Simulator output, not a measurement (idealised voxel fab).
Process module in this document: voxel quadruple lines
Square cell edge 5 nm, section width 285 nm, ID cut.
Cross-section, as written here: a square-cell grid given band by band from the top down, where a band holds one or more rows of cells.
Heights first: top, then bottom, in nm. Then materials, left to right, each with a width in nm. "edge to edge" on a single material: fills the band edge to edge. "air": empty space.
Height 0 is the level under which the wafer as received is all one material. The lowest band goes on downwards, as in "0 -> down".
The expression "30 to 40" gives the width at the extremes of the band, the first number at its top row of cells and the second at its bottom row, with the width changing by equal amounts from each row to the next in between.
It should be understood that the words "all unchanged", when stated for a given step, signify that the cross-section underwent no change in any of its cells during that step.
What "Enclosed void listing" gives you is every empty space of 8 cells or more that is cut off from the top. Each appears as width x height at distance, with the distance taken from the left edge and width, height and distance all in nm.
Where a step's line continues beyond its settings, the continuation is a remark by the simulator itself on that step.
"overlay nm" denotes, for a step that has a mask, the displacement of the mask to the right of its planned place, with negative values corresponding to the left.

PLANNED PROCESS STEPS
1) RECEIVE, material Si
2) CONFORMAL_DEP, material Al2O3, thk nm 5
3) DIRECTIONAL_DEP, material W, thk nm 15
4) DIRECTIONAL_DEP, material polySi, thk nm 20
5) DIRECTIONAL_DEP, material aC, thk nm 25
6) PATTERN, tone cover, mask id MANDREL, material resist, width nm 30, thk nm 30, overlay nm 0
7) DIRECTIONAL_ETCH, etch materials aC, depth nm 25
8) STRIP, etch materials resist
9) CONFORMAL_DEP, material SiO2, thk nm 10
10) DIRECTIONAL_ETCH, etch materials SiO2, depth nm 10
11) STRIP, etch materials aC
12) DIRECTIONAL_ETCH, etch materials polySi, depth nm 20
13) STRIP, etch materials SiO2
14) CONFORMAL_DEP, material SiN, thk nm 10
15) DIRECTIONAL_ETCH, etch materials SiN, depth nm 10
16) STRIP, etch materials polySi
17) DIRECTIONAL_ETCH, etch materials W, depth nm 15
18) STRIP, etch materials SiN
19) FILL_DEP, material lowk, thk nm 5
20) CMP, height nm 20

AS RECEIVED (POST STEP 1): CROSS-SECTION
* 0 -> down | Si edge to edge
* Enclosed void listing: none

FIRST OF TWO WAFERS: CROSS-SECTION AT END OF MODULE, RUN PER PLAN
* 20 -> 5 | 105 nm lowk / 10 nm W / 10 nm lowk / 10 nm W / 10 nm lowk / 10 nm W / 10 nm lowk / 10 nm W / 110 nm lowk
* 5 -> 0 | Al2O3 edge to edge
* 0 -> down | Si edge to edge
* Enclosed void listing: none

SECOND OF TWO WAFERS, MODULE COMPLETE, SECTIONED: IT SHARES THE FIRST WAFER'S START AND PLAN BUT WAS RUN WITH ONE MISTAKE
* 10 -> 5 | 105 nm lowk / 10 nm W / 10 nm lowk / 10 nm W / 10 nm lowk / 10 nm W / 10 nm lowk / 10 nm W / 110 nm lowk
* 5 -> 0 | Al2O3 edge to edge
* 0 -> down | Si edge to edge
* Enclosed void listing: none
What broke from the plan during processing? for step 20, the planned setting was not used; the step was instead run as CMP, height nm 10
Final difference in cells, second wafer against first, listed per material as more or fewer: W: 16 fewer, lowk: 98 fewer
